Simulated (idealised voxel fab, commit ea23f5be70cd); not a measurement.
The following is a process module called voxel capacitor over wiring.
We display cut, a cross-section 235 nm in width whose square cells are each 5 nm.
A cross-section is a grid of square cells, given in bands from the top down. A band is one or more rows of cells.
Top, bottom (nm), then materials left to right with widths (nm); lone material tagged "throughout" fills the whole band edge to edge; "empty" = empty space.
We count height from 0. Below that, the starting wafer is all one material. The lowest band never ends at the bottom but goes on down; see "from 0 down" for how that is written.
Per-row width for "30->40": begins at first number (top row of band), ends at second number (bottom row), increment between rows held constant.
What does "same as before" mean for a step? It means no cell of the cross-section changed in that step.
Empty spaces counting at least 8 cells and having no open way to the top are listed in "Closed void roster". The notation width x height at distance is used for each, the distance being from the left edge and all three values in nm.
Post-settings text on a step line: simulator's own remark regarding the step.
If you see "overlay nm" on a step's line and that step has a mask, it's telling you how far right of where it was planned the mask ended up; a negative number means it went left instead.
## Here's what the planned process steps look like
1,RECEIVE,material Si
2,CONFORMAL_DEP,material SiO2,thk nm 10
3,CONFORMAL_DEP,material SiCN,thk nm 5
4,DIRECTIONAL_DEP,material SiO2,thk nm 15
5,DIRECTIONAL_DEP,material aC,thk nm 15
6,PATTERN,tone open,mask id METAL_1,material resist,width nm 20,pitch nm 80,thk nm 35,overlay nm 0
7,DIRECTIONAL_ETCH,etch materials aC,depth nm 15
8,STRIP,etch materials resist
9,DIRECTIONAL_ETCH,etch materials SiO2,depth nm 15
10,DIRECTIONAL_ETCH,etch materials SiCN,depth nm 5
11,STRIP,etch materials aC
12,CONFORMAL_DEP,material TiN,thk nm 5
13,FILL_DEP,material Cu,thk nm 5
14,CMP,height nm 30
15,CONFORMAL_DEP,material SiCN,thk nm 5
16,DIRECTIONAL_DEP,material SiO2,thk nm 15
17,PATTERN,tone open,mask id PLUG_1,material resist,width nm 15,thk nm 15,overlay nm 0
18,DIRECTIONAL_ETCH,etch materials SiO2,depth nm 15
19,DIRECTIONAL_ETCH,etch materials SiCN,depth nm 5
20,STRIP,etch materials resist
21,CONFORMAL_DEP,material TiN,thk nm 5
22,FILL_DEP,material W,thk nm 10
23,CMP,height nm 50
24,DIRECTIONAL_DEP,material TiN,thk nm 10
25,DIRECTIONAL_DEP,material HfO2,thk nm 5
26,DIRECTIONAL_DEP,material TiN,thk nm 5
27,PATTERN,tone cover,mask id UPPER_PLATE,material resist,width nm 65,thk nm 20,overlay nm 0
28,DIRECTIONAL_ETCH,etch materials TiN,depth nm 5
29,DIRECTIONAL_ETCH,etch materials HfO2,depth nm 5
30,STRIP,etch materials resist
31,PATTERN,tone cover,mask id LOWER_PLATE,material resist,width nm 75,thk nm 20,overlay nm 0
32,DIRECTIONAL_ETCH,etch materials TiN,depth nm 10
33,STRIP,etch materials resist
34,FILL_DEP,material SiO2,thk nm 20
35,CMP,height nm 85
36,PATTERN,tone open,mask id PLUG_2,material resist,width nm 15,thk nm 15,overlay nm 0
37,DIRECTIONAL_ETCH,etch materials SiO2,depth nm 15
38,STRIP,etch materials resist
39,CONFORMAL_DEP,material TiN,thk nm 5
40,FILL_DEP,material W,thk nm 10
41,CMP,height nm 85
42,CONFORMAL_DEP,material SiN,thk nm 5
## Incoming wafer in cross-section (state: after step 1)
> from 0 down  Si throughout
> Closed void roster: none
## Sectioned view, first of two wafers, at the close of the module, processed as intended in the plan
> from 90 to 85  SiN throughout
> from 85 to 75  SiO2: 80 | TiN: 5 | W: 5 | TiN: 5 | SiO2: 140
> from 75 to 65  SiO2: 80->70 | TiN: 15->65 | SiO2: 140->100
> from 65 to 60  SiO2: 70 | HfO2: 65 | SiO2: 100
> from 60 to 50  SiO2: 65 | TiN: 75 | SiO2: 95
> from 50 to 35  SiO2: 70 | TiN: 5 | W: 5 | TiN: 5 | SiO2: 150
> from 35 to 30  SiCN: 70 | TiN: 15 | SiCN: 150
> from 30 to 15  SiO2: 65 | TiN: 5 | Cu: 10 | TiN: 5 | SiO2: 60 | TiN: 5 | Cu: 10 | TiN: 5 | SiO2: 70
> from 15 to 10  SiCN: 65 | TiN: 20 | SiCN: 60 | TiN: 20 | SiCN: 70
> from 10 to 0  SiO2 throughout
> from 0 down  Si throughout
> Closed void roster: none
## Cross-section, wafer two of two, end of module: same start and plan as wafer one, one error in execution
> from 90 to 85  SiN throughout
> from 85 to 75  SiO2: 80 | TiN: 5 | W: 5 | TiN: 5 | SiO2: 140
> from 75 to 65  SiO2: 80->70 | TiN: 15->65 | SiO2: 140->100
> from 65 to 60  SiO2: 70 | HfO2: 65 | SiO2: 100
> from 60 to 50  SiO2: 65 | TiN: 75 | SiO2: 95
> from 50 to 35  SiO2: 70 | TiN: 5 | SiN: 5 | TiN: 5 | SiO2: 150
> from 35 to 30  SiCN: 70 | TiN: 15 | SiCN: 150
> from 30 to 15  SiO2: 65 | TiN: 5 | Cu: 10 | TiN: 5 | SiO2: 60 | TiN: 5 | Cu: 10 | TiN: 5 | SiO2: 70
> from 15 to 10  SiCN: 65 | TiN: 20 | SiCN: 60 | TiN: 20 | SiCN: 70
> from 10 to 0  SiO2 throughout
> from 0 down  Si throughout
> Closed void roster: none
Finding, execution versus plan: step 22 off recipe, ran as FILL_DEP,material SiN,thk nm 10
Final wafer comparison in cells, second versus first, more or fewer per material: 3 more of SiN; 3 fewer of W
